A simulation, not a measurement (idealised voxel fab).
process module | voxel local oxidation
cross-section cut | 280 nm wide | cells 5 nm
A cross-section is a grid of square cells, given in bands from the top down. A band is one or more rows of cells.
Each band's line starts with the height of the band's top and of its bottom, in nm. Then come its materials from left to right, each with its width in nm. One material with "throughout" fills the band from edge to edge. "air" is empty space.
Height 0 is the level under which the wafer as received is all one material. The lowest band goes on downwards, as in "0 down".
A width such as "30 to 40" changes by the same amount from each row of cells to the next, from the band's top row to its bottom row.
"no change" after a step means that no cell of the cross-section changed.
closed voids: empty space of 8 cells or more with no open way to the top, each as width x height at its distance from the left edge, in nm
after a step's settings: what the simulator itself notes on the step
overlay nm, on a step with a mask: how far to the right of its planned place the mask lay; to the left if negative
plan
1 op RECEIVE | material Si
2 op CONFORMAL_DEP | material SiO2 | thk nm 5
3 op CONFORMAL_DEP | material SiN | thk nm 15
4 op PATTERN | tone cover | mask id ACTIVE | material resist | width nm 95 | thk nm 15 | overlay nm 0
5 op DIRECTIONAL_ETCH | etch materials SiN | depth nm 15
6 op STRIP | etch materials resist
7 op SELECTIVE_ETCH | etch materials SiO2 | depth nm 5
8 op OXIDIZE | depth nm 15
9 op STRIP | etch materials SiN
first wafer, as planned
as received, after step 1
  0 down: Si throughout
  closed voids: none
after step 2
  5 to 0: SiO2 throughout
  below 0: unchanged
after step 3
  20 to 5: SiN throughout
  below 5: unchanged
after step 4
  35 to 20: air 90 | resist 95 | air 95
  below 20: unchanged
after step 5
  35 to 20: air 90 | resist 95 | air 95
  20 to 5: air 90 | SiN 95 | air 95
  below 5: unchanged
after step 6
  20 to 5: air 90 | SiN 95 | air 95
  below 5: unchanged
after step 7
  20 to 5: air 90 | SiN 95 | air 95
  5 to 0: air 95 | SiO2 85 | air 100
  below 0: unchanged
after step 8
  20 to 5: air 90 | SiN 95 | air 95
  5 to 0: air 95 | SiO2 85 | air 100
  0 to -15: SiO2 110 | Si 55 | SiO2 115
  below -15: unchanged
after step 9
  5 to 0: air 95 | SiO2 85 | air 100
  below 0: unchanged
second wafer: like start, like plan, one mistake. Through step 8 it matches the first wafer
when step 9 should have ended: no change
what went wrong: step 9 was left out
at the end the second wafer has, in cells: 57 more of SiN
